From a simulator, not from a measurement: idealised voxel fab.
process module | voxel wiring stack
cross-section cut | 230 nm wide | cells 5 nm
A cross-section is a grid of square cells, given in bands from the top down. A band is one or more rows of cells.
Each band's line starts with the height of the band's top and of its bottom, in nm. Then come its materials from left to right, each with its width in nm. One material with "throughout" fills the band from edge to edge. "air" is empty space.
Height 0 is the level under which the wafer as received is all one material. The lowest band goes on downwards, as in "0 down".
A width such as "30 to 40" changes by the same amount from each row of cells to the next, from the band's top row to its bottom row.
"no change" after a step means that no cell of the cross-section changed.
closed voids: empty space of 8 cells or more with no open way to the top, each as width x height at its distance from the left edge, in nm
after a step's settings: what the simulator itself notes on the step
overlay nm, on a step with a mask: how far to the right of its planned place the mask lay; to the left if negative
plan
1 op RECEIVE | material Si
2 op CONFORMAL_DEP | material SiO2 | thk nm 10
3 op DIRECTIONAL_DEP | material TiN | thk nm 5
4 op DIRECTIONAL_DEP | material W | thk nm 20
5 op DIRECTIONAL_DEP | material aC | thk nm 10
6 op PATTERN | tone cover | mask id METAL_1 | material resist | width nm 25 | pitch nm 55 | thk nm 30 | overlay nm 0
7 op DIRECTIONAL_ETCH | etch materials aC | depth nm 10
8 op STRIP | etch materials resist
9 op DIRECTIONAL_ETCH | etch materials W | depth nm 20
10 op DIRECTIONAL_ETCH | etch materials TiN | depth nm 5
11 op STRIP | etch materials aC
12 op CONFORMAL_DEP | material SiN | thk nm 5
13 op FILL_DEP | material lowk | thk nm 5
14 op CMP | height nm 35
15 op CONFORMAL_DEP | material SiCN | thk nm 5
16 op DIRECTIONAL_DEP | material lowk | thk nm 30
17 op DIRECTIONAL_DEP | material aC | thk nm 15
18 op PATTERN | tone open | mask id METAL_2_HOLES | material resist | width nm 15 | pitch nm 110 | thk nm 35 | overlay nm 0
19 op DIRECTIONAL_ETCH | etch materials aC | depth nm 15
20 op STRIP | etch materials resist
21 op DIRECTIONAL_ETCH | etch materials lowk | depth nm 30
22 op STRIP | etch materials aC
23 op DIRECTIONAL_DEP | material aC | thk nm 10
24 op PATTERN | tone open | mask id METAL_2 | material resist | width nm 25 | pitch nm 55 | thk nm 25 | overlay nm 0
25 op DIRECTIONAL_ETCH | etch materials aC | depth nm 10
26 op STRIP | etch materials resist
27 op DIRECTIONAL_ETCH | etch materials lowk | depth nm 20
28 op DIRECTIONAL_ETCH | etch materials SiCN | depth nm 5
29 op STRIP | etch materials aC
30 op CONFORMAL_DEP | material TiN | thk nm 5
31 op FILL_DEP | material Cu | thk nm 10
32 op CMP | height nm 70
33 op CONFORMAL_DEP | material SiCN | thk nm 5
34 op DIRECTIONAL_DEP | material SiO2 | thk nm 30
35 op MASKED_ETCH | tone open | mask id METAL_3_HOLES | width nm 15 | pitch nm 110 | etch materials SiO2 | depth nm 30 | overlay nm 0
36 op PATTERN | tone open | mask id METAL_3 | material resist | width nm 25 | pitch nm 55 | thk nm 15 | overlay nm 0
37 op DIRECTIONAL_ETCH | etch materials SiO2 | depth nm 15
38 op DIRECTIONAL_ETCH | etch materials SiCN | depth nm 5
39 op STRIP | etch materials resist
40 op CONFORMAL_DEP | material TiN | thk nm 5
41 op FILL_DEP | material Cu | thk nm 10
42 op CMP | height nm 105
43 op CONFORMAL_DEP | material SiCN | thk nm 5
44 op DIRECTIONAL_DEP | material SiO2 | thk nm 15
45 op PATTERN | tone open | mask id PLUG_3 | material resist | width nm 15 | pitch nm 55 | thk nm 15 | overlay nm 0
46 op DIRECTIONAL_ETCH | etch materials SiO2 | depth nm 15
47 op DIRECTIONAL_ETCH | etch materials SiCN | depth nm 5
48 op STRIP | etch materials resist
49 op EPI | material Ru | thk nm 10
50 op EPI | material Ru | thk nm 10
51 op DIRECTIONAL_DEP | material TiN | thk nm 5
52 op DIRECTIONAL_DEP | material Ru | thk nm 20
53 op DIRECTIONAL_DEP | material aC | thk nm 15
54 op PATTERN | tone cover | mask id METAL_4 | material resist | width nm 25 | pitch nm 55 | thk nm 35 | overlay nm 0
55 op DIRECTIONAL_ETCH | etch materials aC | depth nm 15
56 op STRIP | etch materials resist
57 op DIRECTIONAL_ETCH | etch materials Ru | depth nm 20
58 op DIRECTIONAL_ETCH | etch materials TiN | depth nm 5
59 op STRIP | etch materials aC
60 op CONFORMAL_DEP | material SiCN | thk nm 5
61 op FILL_DEP | material lowk | thk nm 5
62 op CMP | height nm 150
63 op CONFORMAL_DEP | material SiCN | thk nm 5
as received, after step 1
  0 down: Si throughout
  closed voids: none
a wafer at the end: this start, this plan, one mistake
  155 to 150: SiCN throughout
  150 to 130: lowk 15 | SiCN 5 | Ru 25 | SiCN 5 | lowk 20 | SiCN 5 | Ru 25 | SiCN 5 | lowk 20 | SiCN 5 | Ru 25 | SiCN 5 | lowk 20 | SiCN 5 | Ru 25 | SiCN 5 | lowk 15
  130 to 125: SiCN 20 | TiN 25 | SiCN 30 | TiN 25 | SiCN 30 | TiN 25 | SiCN 30 | TiN 25 | SiCN 20
  125 to 110: SiO2 25 | Ru 15 | SiO2 40 | Ru 15 | SiO2 40 | Ru 15 | SiO2 40 | Ru 15 | SiO2 25
  110 to 105: SiCN 25 | Ru 15 | SiCN 40 | Ru 15 | SiCN 40 | Ru 15 | SiCN 40 | Ru 15 | SiCN 25
  105 to 95: SiO2 20 | TiN 5 | Cu 15 | TiN 5 | SiO2 30 | TiN 5 | Cu 15 | TiN 5 | SiO2 30 | TiN 5 | Cu 15 | TiN 5 | SiO2 30 | TiN 5 | Cu 15 | TiN 5 | SiO2 20
  95 to 90: SiO2 20 | TiN 5 | Cu 5 | TiN 15 | SiO2 30 | TiN 25 | SiO2 30 | TiN 5 | Cu 5 | TiN 15 | SiO2 30 | TiN 25 | SiO2 20
  90 to 75: SiO2 20 | TiN 5 | Cu 5 | TiN 5 | SiO2 95 | TiN 5 | Cu 5 | TiN 5 | SiO2 85
  75 to 70: SiCN 20 | TiN 15 | SiCN 95 | TiN 15 | SiCN 85
  70 to 55: lowk 20 | TiN 5 | Cu 15 | TiN 5 | lowk 30 | TiN 5 | Cu 15 | TiN 5 | lowk 30 | TiN 5 | Cu 15 | TiN 5 | lowk 30 | TiN 5 | Cu 15 | TiN 5 | lowk 20
  55 to 50: lowk 20 | TiN 5 | Cu 5 | TiN 15 | lowk 30 | TiN 25 | lowk 30 | TiN 5 | Cu 5 | TiN 15 | lowk 30 | TiN 25 | lowk 20
  50 to 40: lowk 20 | TiN 5 | Cu 5 | TiN 5 | lowk 95 | TiN 5 | Cu 5 | TiN 5 | lowk 85
  40 to 35: SiCN 20 | TiN 15 | SiCN 95 | TiN 15 | SiCN 85
  35 to 15: lowk 15 | SiN 5 | W 25 | SiN 5 | lowk 20 | SiN 5 | W 25 | SiN 5 | lowk 20 | SiN 5 | W 25 | SiN 5 | lowk 20 | SiN 5 | W 25 | SiN 5 | lowk 15
  15 to 10: SiN 20 | TiN 25 | SiN 30 | TiN 25 | SiN 30 | TiN 25 | SiN 30 | TiN 25 | SiN 20
  10 to 0: SiO2 throughout
  0 down: Si throughout
  closed voids: none
what went wrong: step 45 ran as: op PATTERN | tone open | mask id PLUG_3 | material resist | width nm 15 | pitch nm 55 | thk nm 15 | overlay nm 5
